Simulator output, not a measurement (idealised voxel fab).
Process module heading - voxel ribs on slabs
This is section cut - it's 285 nm across, gridded in 5 nm square cells.
Bands, listed from the top down, are how a cross-section gets written in this document; the cross-section itself is a grid of square cells, and a band is one or more rows of them. Band entry format. Leading values: height of top, height of bottom, nm. Remainder: materials in left-to-right order, each with its width in nm. Special words: "everywhere" on a single material, which then fills the band edge to edge; "empty", empty space. Heads up on the height convention: 0 is the point under which the incoming wafer is all one material, and the lowest band has no bottom, it just keeps going down, like "z 0 and below". Top row gets the first number, bottom row gets the second, and each row in between changes by the same step: that is how a band width like "30..40" works. "nothing got changed", as given for a step, is the statement that not any cell of the cross-section underwent a change during that step. Closed empty spaces (no open way to the top) of 8 cells or more are what "Unvented cavities" lists, each as width x height at distance from the left edge, nm for all three. Past the settings on a step's line: simulator remark, on that step. "overlay nm" answers the question of how far to the right of plan the mask lay on a step that has a mask, and when it is negative the answer is to the left.

The planned process steps are enumerated hereunder:
| 1 | RECEIVE,material Si |
| 2 | DIRECTIONAL_DEP,material SiO2,thk nm 30 |
| 3 | DIRECTIONAL_DEP,material SiN,thk nm 25 |
| 4 | DIRECTIONAL_DEP,material aC,thk nm 10 |
| 5 | PATTERN,tone cover,mask id RIB,material resist,width nm 30,thk nm 25,overlay nm 0 |
| 6 | DIRECTIONAL_ETCH,etch materials aC,depth nm 10 |
| 7 | STRIP,etch materials resist |
| 8 | DIRECTIONAL_ETCH,etch materials SiN,depth nm 5 |
| 9 | STRIP,etch materials aC |
| 10 | MASKED_ETCH,tone cover,mask id SLAB,width nm 60,etch materials SiN,depth nm 20,overlay nm 0 |
| 11 | FILL_DEP,material SiO2,thk nm 25 |
| 12 | CMP,height nm 70 |
| 13 | DIRECTIONAL_DEP,material TiN,thk nm 10 |
| 14 | PATTERN,tone cover,mask id HEATER,material resist,width nm 40,thk nm 20,overlay nm 0 |
| 15 | DIRECTIONAL_ETCH,etch materials TiN,depth nm 10 |
| 16 | STRIP,etch materials resist |
| 17 | CONFORMAL_DEP,material SiN,thk nm 5 |

First wafer, two in total, run as planned:

Incoming wafer in cross-section (state: after step 1):
* z 0 and below  Si everywhere
* Unvented cavities: none

Wafer section view after processing step 2:
* z 30 to 0  SiO2 everywhere
* below 0: unchanged

Wafer section view after processing step 3:
* z 55 to 30  SiN everywhere
* below 30: unchanged

Wafer section view after processing step 4:
* z 65 to 55  aC everywhere
* below 55: unchanged

Wafer section view after processing step 5:
* z 90 to 65  empty 125 nm | resist 30 nm | empty 130 nm
* below 65: unchanged

Wafer section view after processing step 6:
* z 80 to 65  empty 125 nm | resist 30 nm | empty 130 nm
* z 65 to 55  empty 125 nm | aC 30 nm | empty 130 nm
* below 55: unchanged

Wafer section view after processing step 7:
* z 65 to 55  empty 125 nm | aC 30 nm | empty 130 nm
* below 55: unchanged

Wafer section view after processing step 8:
* z 65 to 55  empty 125 nm | aC 30 nm | empty 130 nm
* z 55 to 50  empty 125 nm | SiN 30 nm | empty 130 nm
* below 50: unchanged

Wafer section view after processing step 9:
* z 55 to 50  empty 125 nm | SiN 30 nm | empty 130 nm
* below 50: unchanged

Wafer section view after processing step 10:
* z 55 to 50  empty 125 nm | SiN 30 nm | empty 130 nm
* z 50 to 30  empty 110 nm | SiN 60 nm | empty 115 nm
* below 30: unchanged

Wafer section view after processing step 11:
* z 80 to 55  SiO2 everywhere
* z 55 to 50  SiO2 125 nm | SiN 30 nm | SiO2 130 nm
* z 50 to 30  SiO2 110 nm | SiN 60 nm | SiO2 115 nm
* below 30: unchanged

Wafer section view after processing step 12:
* z 70 to 55  SiO2 everywhere
* below 55: unchanged

Wafer section view after processing step 13:
* z 80 to 70  TiN everywhere
* below 70: unchanged

Wafer section view after processing step 14:
* z 100 to 80  empty 120 nm | resist 40 nm | empty 125 nm
* below 80: unchanged

Wafer section view after processing step 15:
* z 100 to 80  empty 120 nm | resist 40 nm | empty 125 nm
* z 80 to 70  empty 120 nm | TiN 40 nm | empty 125 nm
* below 70: unchanged

Wafer section view after processing step 16:
* z 80 to 70  empty 120 nm | TiN 40 nm | empty 125 nm
* below 70: unchanged

Wafer section view after processing step 17:
* z 85 to 80  empty 115 nm | SiN 50 nm | empty 120 nm
* z 80 to 75  empty 115 nm | SiN 5 nm | TiN 40 nm | SiN 5 nm | empty 120 nm
* z 75 to 70  SiN 120 nm | TiN 40 nm | SiN 125 nm
* below 70: unchanged

The remaining wafer, second of the two, started like the first and was run to the same plan, except that one mistake was made along the way; the two coincide through step 12, inclusive:

Second wafer, cross-section, planned end of step 13:
* z 80 to 70  SiN everywhere
* below 70: unchanged

Second wafer, cross-section, planned end of step 14:
* z 100 to 80  empty 120 nm | resist 40 nm | empty 125 nm
* below 80: unchanged

Second wafer, cross-section, planned end of step 15: nothing got changed

Second wafer, cross-section, planned end of step 16:
* z 80 to 70  SiN everywhere
* below 70: unchanged

Second wafer, cross-section, planned end of step 17:
* z 85 to 70  SiN everywhere
* below 70: unchanged
What went wrong in running the wafer? step 13, actual vs plan mismatch, actual run DIRECTIONAL_DEP,material SiN,thk nm 10
Heads up, by the end the second wafer has more or fewer cells of some materials compared to the first: 110 more of SiN | 16 fewer of TiN
